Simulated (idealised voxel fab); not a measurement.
The document below concerns the process module designated voxel wiring stack.
Square cells of 5 nm make up the cross-section cut, whose width is 260 nm.
We lay out every cross-section as a grid of square cells and spell it out in bands from the top down, where one band means one or more rows of cells. Top, bottom (nm), then materials left to right with widths (nm); lone material tagged "everywhere" fills the whole band edge to edge; "blank" = empty space. Heights are measured from 0, the level below which the as-received wafer is all one material; the lowest band has no bottom and continues downward, written as in "0 nm and below". The width entry "30 to 40" should be interpreted row by row: the top row of cells in the band takes the first number, the bottom row takes the second number, and the change between adjacent rows is uniform throughout. For the purposes of this document, the phrase "nothing was modified" attached to a step denotes that no cell within the cross-section was modified by that step. Basically, "Closed voids list" tells you about the enclosed voids: empty spaces with no open way to the top, 8 cells or bigger, each written width x height at distance, where distance is from the left edge, all in nm. What comes after the settings on a step's line is commentary from the simulator itself on that step. The line of a step may include "overlay nm". On a step with a mask, this value is how far to the right of its planned place the mask lay. A negative value means the mask lay to the left.
# Steps planned for the process
1. RECEIVE | material Si
2. CONFORMAL_DEP | material SiO2 | thk nm 15
3. CONFORMAL_DEP | material SiN | thk nm 5
4. DIRECTIONAL_DEP | material SiO2 | thk nm 15
5. PATTERN | tone open | mask id METAL_1 | material resist | width nm 30 | pitch nm 60 | thk nm 15 | overlay nm 0
6. DIRECTIONAL_ETCH | etch materials SiO2 | depth nm 15
7. DIRECTIONAL_ETCH | etch materials SiN | depth nm 5
8. STRIP | etch materials resist
9. CONFORMAL_DEP | material TiN | thk nm 5
10. FILL_DEP | material W | thk nm 5
11. CMP | height nm 35
12. EPI | material Ru | thk nm 5
13. FILL_DEP | material SiCN | thk nm 5
14. DIRECTIONAL_DEP | material lowk | thk nm 30
15. DIRECTIONAL_DEP | material aC | thk nm 10
16. PATTERN | tone open | mask id METAL_2 | material resist | width nm 30 | pitch nm 60 | thk nm 25 | overlay nm 0
17. DIRECTIONAL_ETCH | etch materials aC | depth nm 10
18. STRIP | etch materials resist
19. DIRECTIONAL_ETCH | etch materials lowk | depth nm 20
20. STRIP | etch materials aC
21. DIRECTIONAL_DEP | material aC | thk nm 15
22. PATTERN | tone open | mask id METAL_2_HOLES | material resist | width nm 15 | pitch nm 120 | thk nm 30 | overlay nm 0
23. DIRECTIONAL_ETCH | etch materials aC | depth nm 15
24. STRIP | etch materials resist
25. DIRECTIONAL_ETCH | etch materials lowk | depth nm 10
26. DIRECTIONAL_ETCH | etch materials SiCN | depth nm 5
27. STRIP | etch materials aC
28. CONFORMAL_DEP | material TiN | thk nm 5
29. FILL_DEP | material Cu | thk nm 5
30. CMP | height nm 75
31. CONFORMAL_DEP | material SiCN | thk nm 5
32. DIRECTIONAL_DEP | material lowk | thk nm 15
33. MASKED_ETCH | tone open | mask id PLUG_2 | width nm 15 | pitch nm 120 | etch materials lowk | depth nm 15 | overlay nm 0
34. MASKED_ETCH | tone open | mask id PLUG_2 | width nm 15 | pitch nm 120 | etch materials SiCN | depth nm 5 | overlay nm 0
35. EPI | material Ru | thk nm 10
36. EPI | material Ru | thk nm 10
37. DIRECTIONAL_DEP | material TiN | thk nm 5
38. DIRECTIONAL_DEP | material Ru | thk nm 25
39. MASKED_ETCH | tone cover | mask id METAL_3 | width nm 30 | pitch nm 60 | etch materials Ru | depth nm 25 | overlay nm 0
40. MASKED_ETCH | tone cover | mask id METAL_3 | width nm 30 | pitch nm 60 | etch materials TiN | depth nm 5 | overlay nm 0
41. CONFORMAL_DEP | material SiN | thk nm 5
42. FILL_DEP | material SiO2 | thk nm 5
43. CMP | height nm 125
44. CONFORMAL_DEP | material SiN | thk nm 5
# First out of two wafers; run went to plan
# Wafer cross-section on receipt, i.e. after step 1
- 0 nm and below: Si everywhere
- Closed voids list: none
# The wafer, seen in cross-section, after step 2
- 15 nm to 0 nm: SiO2 everywhere
- Note: structure below 0 unchanged.
# The wafer, seen in cross-section, after step 3
- 20 nm to 15 nm: SiN everywhere
- Note: structure below 15 unchanged.
# The wafer, seen in cross-section, after step 4
- 35 nm to 20 nm: SiO2 everywhere
- Note: structure below 20 unchanged.
# The wafer, seen in cross-section, after step 5
- 50 nm to 35 nm: resist=55, blank=30, resist=30, blank=30, resist=30, blank=30, resist=55
- Note: structure below 35 unchanged.
# The wafer, seen in cross-section, after step 6
- 50 nm to 35 nm: resist=55, blank=30, resist=30, blank=30, resist=30, blank=30, resist=55
- 35 nm to 20 nm: SiO2=55, blank=30, SiO2=30, blank=30, SiO2=30, blank=30, SiO2=55
- Note: structure below 20 unchanged.
# The wafer, seen in cross-section, after step 7
- 50 nm to 35 nm: resist=55, blank=30, resist=30, blank=30, resist=30, blank=30, resist=55
- 35 nm to 20 nm: SiO2=55, blank=30, SiO2=30, blank=30, SiO2=30, blank=30, SiO2=55
- 20 nm to 15 nm: SiN=55, blank=30, SiN=30, blank=30, SiN=30, blank=30, SiN=55
- Note: structure below 15 unchanged.
# The wafer, seen in cross-section, after step 8
- 35 nm to 20 nm: SiO2=55, blank=30, SiO2=30, blank=30, SiO2=30, blank=30, SiO2=55
- Note: structure below 20 unchanged.
# The wafer, seen in cross-section, after step 9
- 40 nm to 35 nm: TiN=60, blank=20, TiN=40, blank=20, TiN=40, blank=20, TiN=60
- 35 nm to 20 nm: SiO2=55, TiN=5, blank=20, TiN=5, SiO2=30, TiN=5, blank=20, TiN=5, SiO2=30, TiN=5, blank=20, TiN=5, SiO2=55
- 20 nm to 15 nm: SiN=55, TiN=30, SiN=30, TiN=30, SiN=30, TiN=30, SiN=55
- Note: structure below 15 unchanged.
# The wafer, seen in cross-section, after step 10
- 45 nm to 40 nm: W everywhere
- 40 nm to 35 nm: TiN=60, W=20, TiN=40, W=20, TiN=40, W=20, TiN=60
- 35 nm to 20 nm: SiO2=55, TiN=5, W=20, TiN=5, SiO2=30, TiN=5, W=20, TiN=5, SiO2=30, TiN=5, W=20, TiN=5, SiO2=55
- Note: structure below 20 unchanged.
# The wafer, seen in cross-section, after step 11
- 35 nm to 20 nm: SiO2=55, TiN=5, W=20, TiN=5, SiO2=30, TiN=5, W=20, TiN=5, SiO2=30, TiN=5, W=20, TiN=5, SiO2=55
- Note: structure below 20 unchanged.
# The wafer, seen in cross-section, after step 12
- 40 nm to 35 nm: blank=50, Ru=40, blank=20, Ru=40, blank=20, Ru=40, blank=50
- Note: structure below 35 unchanged.
# The wafer, seen in cross-section, after step 13
- 45 nm to 40 nm: SiCN everywhere
- 40 nm to 35 nm: SiCN=50, Ru=40, SiCN=20, Ru=40, SiCN=20, Ru=40, SiCN=50
- Note: structure below 35 unchanged.
# The wafer, seen in cross-section, after step 14
- 75 nm to 45 nm: lowk everywhere
- Note: structure below 45 unchanged.
# The wafer, seen in cross-section, after step 15
- 85 nm to 75 nm: aC everywhere
- Note: structure below 75 unchanged.
# The wafer, seen in cross-section, after step 16
- 110 nm to 85 nm: resist=55, blank=30, resist=30, blank=30, resist=30, blank=30, resist=55
- Note: structure below 85 unchanged.
# The wafer, seen in cross-section, after step 17
- 100 nm to 85 nm: resist=55, blank=30, resist=30, blank=30, resist=30, blank=30, resist=55
- 85 nm to 75 nm: aC=55, blank=30, aC=30, blank=30, aC=30, blank=30, aC=55
- Note: structure below 75 unchanged.
# The wafer, seen in cross-section, after step 18
- 85 nm to 75 nm: aC=55, blank=30, aC=30, blank=30, aC=30, blank=30, aC=55
- Note: structure below 75 unchanged.
# The wafer, seen in cross-section, after step 19
- 85 nm to 75 nm: aC=55, blank=30, aC=30, blank=30, aC=30, blank=30, aC=55
- 75 nm to 55 nm: lowk=55, blank=30, lowk=30, blank=30, lowk=30, blank=30, lowk=55
- Note: structure below 55 unchanged.
# The wafer, seen in cross-section, after step 20
- 75 nm to 55 nm: lowk=55, blank=30, lowk=30, blank=30, lowk=30, blank=30, lowk=55
- Note: structure below 55 unchanged.
# The wafer, seen in cross-section, after step 21
- 90 nm to 75 nm: aC=55, blank=30, aC=30, blank=30, aC=30, blank=30, aC=55
- 75 nm to 70 nm: lowk=55, blank=30, lowk=30, blank=30, lowk=30, blank=30, lowk=55
- 70 nm to 55 nm: lowk=55, aC=30, lowk=30, aC=30, lowk=30, aC=30, lowk=55
- Note: structure below 55 unchanged.
# The wafer, seen in cross-section, after step 22
- 120 nm to 90 nm: resist=55, blank=15, resist=105, blank=15, resist=70
- 90 nm to 75 nm: aC=55, blank=15, resist=15, aC=30, resist=30, aC=30, blank=15, resist=15, aC=55
- 75 nm to 70 nm: lowk=55, blank=15, resist=15, lowk=30, resist=30, lowk=30, blank=15, resist=15, lowk=55
- Note: structure below 70 unchanged.
# The wafer, seen in cross-section, after step 23
- 105 nm to 90 nm: resist=55, blank=15, resist=105, blank=15, resist=70
- 90 nm to 75 nm: aC=55, blank=15, resist=15, aC=30, resist=30, aC=30, blank=15, resist=15, aC=55
- 75 nm to 70 nm: lowk=55, blank=15, resist=15, lowk=30, resist=30, lowk=30, blank=15, resist=15, lowk=55
- 70 nm to 55 nm: lowk=55, blank=15, aC=15, lowk=30, aC=30, lowk=30, blank=15, aC=15, lowk=55
- Note: structure below 55 unchanged.
# The wafer, seen in cross-section, after step 24
- 90 nm to 75 nm: aC=55, blank=30, aC=30, blank=30, aC=30, blank=30, aC=55
- 75 nm to 70 nm: lowk=55, blank=30, lowk=30, blank=30, lowk=30, blank=30, lowk=55
- Note: structure below 70 unchanged.
# The wafer, seen in cross-section, after step 25
- 90 nm to 75 nm: aC=55, blank=30, aC=30, blank=30, aC=30, blank=30, aC=55
- 75 nm to 70 nm: lowk=55, blank=30, lowk=30, blank=30, lowk=30, blank=30, lowk=55
- 70 nm to 55 nm: lowk=55, blank=15, aC=15, lowk=30, aC=30, lowk=30, blank=15, aC=15, lowk=55
- 55 nm to 45 nm: lowk=55, blank=15, lowk=105, blank=15, lowk=70
- Note: structure below 45 unchanged.
# The wafer, seen in cross-section, after step 26
- 90 nm to 75 nm: aC=55, blank=30, aC=30, blank=30, aC=30, blank=30, aC=55
- 75 nm to 70 nm: lowk=55, blank=30, lowk=30, blank=30, lowk=30, blank=30, lowk=55
- 70 nm to 55 nm: lowk=55, blank=15, aC=15, lowk=30, aC=30, lowk=30, blank=15, aC=15, lowk=55
- 55 nm to 45 nm: lowk=55, blank=15, lowk=105, blank=15, lowk=70
- 45 nm to 40 nm: SiCN=55, blank=15, SiCN=105, blank=15, SiCN=70
- Note: structure below 40 unchanged.
# The wafer, seen in cross-section, after step 27
- 75 nm to 55 nm: lowk=55, blank=30, lowk=30, blank=30, lowk=30, blank=30, lowk=55
- Note: structure below 55 unchanged.
# The wafer, seen in cross-section, after step 28
- 80 nm to 75 nm: TiN=60, blank=20, TiN=40, blank=20, TiN=40, blank=20, TiN=60
- 75 nm to 60 nm: lowk=55, TiN=5, blank=20, TiN=5, lowk=30, TiN=5, blank=20, TiN=5, lowk=30, TiN=5, blank=20, TiN=5, lowk=55
- 60 nm to 55 nm: lowk=55, TiN=5, blank=5, TiN=20, lowk=30, TiN=30, lowk=30, TiN=5, blank=5, TiN=20, lowk=55
- 55 nm to 45 nm: lowk=55, TiN=5, blank=5, TiN=5, lowk=105, TiN=5, blank=5, TiN=5, lowk=70
- 45 nm to 40 nm: SiCN=55, TiN=15, SiCN=105, TiN=15, SiCN=70
- Note: structure below 40 unchanged.
# The wafer, seen in cross-section, after step 29
- 85 nm to 80 nm: Cu everywhere
- 80 nm to 75 nm: TiN=60, Cu=20, TiN=40, Cu=20, TiN=40, Cu=20, TiN=60
- 75 nm to 60 nm: lowk=55, TiN=5, Cu=20, TiN=5, lowk=30, TiN=5, Cu=20, TiN=5, lowk=30, TiN=5, Cu=20, TiN=5, lowk=55
- 60 nm to 55 nm: lowk=55, TiN=5, Cu=5, TiN=20, lowk=30, TiN=30, lowk=30, TiN=5, Cu=5, TiN=20, lowk=55
- 55 nm to 45 nm: lowk=55, TiN=5, Cu=5, TiN=5, lowk=105, TiN=5, Cu=5, TiN=5, lowk=70
- Note: structure below 45 unchanged.
# The wafer, seen in cross-section, after step 30
- 75 nm to 60 nm: lowk=55, TiN=5, Cu=20, TiN=5, lowk=30, TiN=5, Cu=20, TiN=5, lowk=30, TiN=5, Cu=20, TiN=5, lowk=55
- Note: structure below 60 unchanged.
# The wafer, seen in cross-section, after step 31
- 80 nm to 75 nm: SiCN everywhere
- Note: structure below 75 unchanged.
# The wafer, seen in cross-section, after step 32
- 95 nm to 80 nm: lowk everywhere
- Note: structure below 80 unchanged.
# The wafer, seen in cross-section, after step 33
- 95 nm to 80 nm: lowk=55, blank=15, lowk=105, blank=15, lowk=70
- Note: structure below 80 unchanged.
# The wafer, seen in cross-section, after step 34
- 95 nm to 80 nm: lowk=55, blank=15, lowk=105, blank=15, lowk=70
- 80 nm to 75 nm: SiCN=55, blank=15, SiCN=105, blank=15, SiCN=70
- Note: structure below 75 unchanged.
# The wafer, seen in cross-section, after step 35
- 95 nm to 85 nm: lowk=55, blank=15, lowk=105, blank=15, lowk=70
- 85 nm to 80 nm: lowk=55, Ru=15, lowk=105, Ru=15, lowk=70
- 80 nm to 75 nm: SiCN=55, Ru=15, SiCN=105, Ru=15, SiCN=70
- Note: structure below 75 unchanged.
# The wafer, seen in cross-section, after step 36
- 95 nm to 80 nm: lowk=55, Ru=15, lowk=105, Ru=15, lowk=70
- Note: structure below 80 unchanged.
# The wafer, seen in cross-section, after step 37
- 100 nm to 95 nm: TiN everywhere
- Note: structure below 95 unchanged.
# The wafer, seen in cross-section, after step 38
- 125 nm to 100 nm: Ru everywhere
- Note: structure below 100 unchanged.
# The wafer, seen in cross-section, after step 39
- 125 nm to 100 nm: blank=55, Ru=30, blank=30, Ru=30, blank=30, Ru=30, blank=55
- Note: structure below 100 unchanged.
# The wafer, seen in cross-section, after step 40
- 125 nm to 100 nm: blank=55, Ru=30, blank=30, Ru=30, blank=30, Ru=30, blank=55
- 100 nm to 95 nm: blank=55, TiN=30, blank=30, TiN=30, blank=30, TiN=30, blank=55
- Note: structure below 95 unchanged.
# The wafer, seen in cross-section, after step 41
- 130 nm to 125 nm: blank=50, SiN=40, blank=20, SiN=40, blank=20, SiN=40, blank=50
- 125 nm to 100 nm: blank=50, SiN=5, Ru=30, SiN=5, blank=20, SiN=5, Ru=30, SiN=5, blank=20, SiN=5, Ru=30, SiN=5, blank=50
- 100 nm to 95 nm: SiN=55, TiN=30, SiN=30, TiN=30, SiN=30, TiN=30, SiN=55
- Note: structure below 95 unchanged.
# The wafer, seen in cross-section, after step 42
- 135 nm to 130 nm: SiO2 everywhere
- 130 nm to 125 nm: SiO2=50, SiN=40, SiO2=20, SiN=40, SiO2=20, SiN=40, SiO2=50
- 125 nm to 100 nm: SiO2=50, SiN=5, Ru=30, SiN=5, SiO2=20, SiN=5, Ru=30, SiN=5, SiO2=20, SiN=5, Ru=30, SiN=5, SiO2=50
- Note: structure below 100 unchanged.
# The wafer, seen in cross-section, after step 43
- 125 nm to 100 nm: SiO2=50, SiN=5, Ru=30, SiN=5, SiO2=20, SiN=5, Ru=30, SiN=5, SiO2=20, SiN=5, Ru=30, SiN=5, SiO2=50
- Note: structure below 100 unchanged.
# The wafer, seen in cross-section, after step 44
- 130 nm to 125 nm: SiN everywhere
- Note: structure below 125 unchanged.
# Notes, second wafer: start = first wafer's, plan = first wafer's, execution had one mistake; history identical to first through step 20
# Second wafer, sectioned view, at step 21's planned end time
- 90 nm to 75 nm: SiCN=55, blank=30, SiCN=30, blank=30, SiCN=30, blank=30, SiCN=55
- 75 nm to 70 nm: lowk=55, blank=30, lowk=30, blank=30, lowk=30, blank=30, lowk=55
- 70 nm to 55 nm: lowk=55, SiCN=30, lowk=30, SiCN=30, lowk=30, SiCN=30, lowk=55
- Note: structure below 55 unchanged.
# Second wafer, sectioned view, at step 22's planned end time
- 120 nm to 90 nm: resist=55, blank=15, resist=105, blank=15, resist=70
- 90 nm to 75 nm: SiCN=55, blank=15, resist=15, SiCN=30, resist=30, SiCN=30, blank=15, resist=15, SiCN=55
- 75 nm to 70 nm: lowk=55, blank=15, resist=15, lowk=30, resist=30, lowk=30, blank=15, resist=15, lowk=55
- Note: structure below 70 unchanged.
# Second wafer, sectioned view, at step 23's planned end time
- 105 nm to 90 nm: resist=55, blank=15, resist=105, blank=15, resist=70
- Note: structure below 90 unchanged.
# Second wafer, sectioned view, at step 24's planned end time
- 90 nm to 75 nm: SiCN=55, blank=30, SiCN=30, blank=30, SiCN=30, blank=30, SiCN=55
- 75 nm to 70 nm: lowk=55, blank=30, lowk=30, blank=30, lowk=30, blank=30, lowk=55
- Note: structure below 70 unchanged.
Second wafer, sectioned view, at step 25's planned end time: nothing was modified
# Second wafer, sectioned view, at step 26's planned end time
- 85 nm to 75 nm: SiCN=55, blank=30, SiCN=30, blank=30, SiCN=30, blank=30, SiCN=55
- 75 nm to 65 nm: lowk=55, blank=30, lowk=30, blank=30, lowk=30, blank=30, lowk=55
- Note: structure below 65 unchanged.
Second wafer, sectioned view, at step 27's planned end time: nothing was modified
# Second wafer, sectioned view, at step 28's planned end time
- 90 nm to 85 nm: TiN=60, blank=20, TiN=40, blank=20, TiN=40, blank=20, TiN=60
- 85 nm to 75 nm: SiCN=55, TiN=5, blank=20, TiN=5, SiCN=30, TiN=5, blank=20, TiN=5, SiCN=30, TiN=5, blank=20, TiN=5, SiCN=55
- 75 nm to 70 nm: lowk=55, TiN=5, blank=20, TiN=5, lowk=30, TiN=5, blank=20, TiN=5, lowk=30, TiN=5, blank=20, TiN=5, lowk=55
- 70 nm to 65 nm: lowk=55, TiN=30, lowk=30, TiN=30, lowk=30, TiN=30, lowk=55
- Note: structure below 65 unchanged.
# Second wafer, sectioned view, at step 29's planned end time
- 95 nm to 90 nm: Cu everywhere
- 90 nm to 85 nm: TiN=60, Cu=20, TiN=40, Cu=20, TiN=40, Cu=20, TiN=60
- 85 nm to 75 nm: SiCN=55, TiN=5, Cu=20, TiN=5, SiCN=30, TiN=5, Cu=20, TiN=5, SiCN=30, TiN=5, Cu=20, TiN=5, SiCN=55
- 75 nm to 70 nm: lowk=55, TiN=5, Cu=20, TiN=5, lowk=30, TiN=5, Cu=20, TiN=5, lowk=30, TiN=5, Cu=20, TiN=5, lowk=55
- Note: structure below 70 unchanged.
# Second wafer, sectioned view, at step 30's planned end time
- 75 nm to 70 nm: lowk=55, TiN=5, Cu=20, TiN=5, lowk=30, TiN=5, Cu=20, TiN=5, lowk=30, TiN=5, Cu=20, TiN=5, lowk=55
- Note: structure below 70 unchanged.
# Second wafer, sectioned view, at step 31's planned end time
- 80 nm to 75 nm: SiCN everywhere
- Note: structure below 75 unchanged.
# Second wafer, sectioned view, at step 32's planned end time
- 95 nm to 80 nm: lowk everywhere
- Note: structure below 80 unchanged.
# Second wafer, sectioned view, at step 33's planned end time
- 95 nm to 80 nm: lowk=55, blank=15, lowk=105, blank=15, lowk=70
- Note: structure below 80 unchanged.
# Second wafer, sectioned view, at step 34's planned end time
- 95 nm to 80 nm: lowk=55, blank=15, lowk=105, blank=15, lowk=70
- 80 nm to 75 nm: SiCN=55, blank=15, SiCN=105, blank=15, SiCN=70
- Note: structure below 75 unchanged.
# Second wafer, sectioned view, at step 35's planned end time
- 95 nm to 85 nm: lowk=55, blank=15, lowk=105, blank=15, lowk=70
- 85 nm to 80 nm: lowk=55, Ru=15, lowk=105, Ru=15, lowk=70
- 80 nm to 75 nm: SiCN=55, Ru=15, SiCN=105, Ru=15, SiCN=70
- Note: structure below 75 unchanged.
# Second wafer, sectioned view, at step 36's planned end time
- 95 nm to 80 nm: lowk=55, Ru=15, lowk=105, Ru=15, lowk=70
- Note: structure below 80 unchanged.
# Second wafer, sectioned view, at step 37's planned end time
- 100 nm to 95 nm: TiN everywhere
- Note: structure below 95 unchanged.
# Second wafer, sectioned view, at step 38's planned end time
- 125 nm to 100 nm: Ru everywhere
- Note: structure below 100 unchanged.
# Second wafer, sectioned view, at step 39's planned end time
- 125 nm to 100 nm: blank=55, Ru=30, blank=30, Ru=30, blank=30, Ru=30, blank=55
- Note: structure below 100 unchanged.
# Second wafer, sectioned view, at step 40's planned end time
- 125 nm to 100 nm: blank=55, Ru=30, blank=30, Ru=30, blank=30, Ru=30, blank=55
- 100 nm to 95 nm: blank=55, TiN=30, blank=30, TiN=30, blank=30, TiN=30, blank=55
- Note: structure below 95 unchanged.
# Second wafer, sectioned view, at step 41's planned end time
- 130 nm to 125 nm: blank=50, SiN=40, blank=20, SiN=40, blank=20, SiN=40, blank=50
- 125 nm to 100 nm: blank=50, SiN=5, Ru=30, SiN=5, blank=20, SiN=5, Ru=30, SiN=5, blank=20, SiN=5, Ru=30, SiN=5, blank=50
- 100 nm to 95 nm: SiN=55, TiN=30, SiN=30, TiN=30, SiN=30, TiN=30, SiN=55
- Note: structure below 95 unchanged.
# Second wafer, sectioned view, at step 42's planned end time
- 135 nm to 130 nm: SiO2 everywhere
- 130 nm to 125 nm: SiO2=50, SiN=40, SiO2=20, SiN=40, SiO2=20, SiN=40, SiO2=50
- 125 nm to 100 nm: SiO2=50, SiN=5, Ru=30, SiN=5, SiO2=20, SiN=5, Ru=30, SiN=5, SiO2=20, SiN=5, Ru=30, SiN=5, SiO2=50
- Note: structure below 100 unchanged.
# Second wafer, sectioned view, at step 43's planned end time
- 125 nm to 100 nm: SiO2=50, SiN=5, Ru=30, SiN=5, SiO2=20, SiN=5, Ru=30, SiN=5, SiO2=20, SiN=5, Ru=30, SiN=5, SiO2=50
- Note: structure below 100 unchanged.
# Second wafer, sectioned view, at step 44's planned end time
- 130 nm to 125 nm: SiN everywhere
- Note: structure below 125 unchanged.
Against the plan, the run slipped here: step 21 was processed under conditions differing from the plan, specifically as DIRECTIONAL_DEP | material SiCN | thk nm 15
Per the end-of-run cell counts, the second wafer holds more or fewer of some materials than the first: 30 fewer of Cu | 42 more of SiCN | 24 fewer of TiN | 12 more of lowk
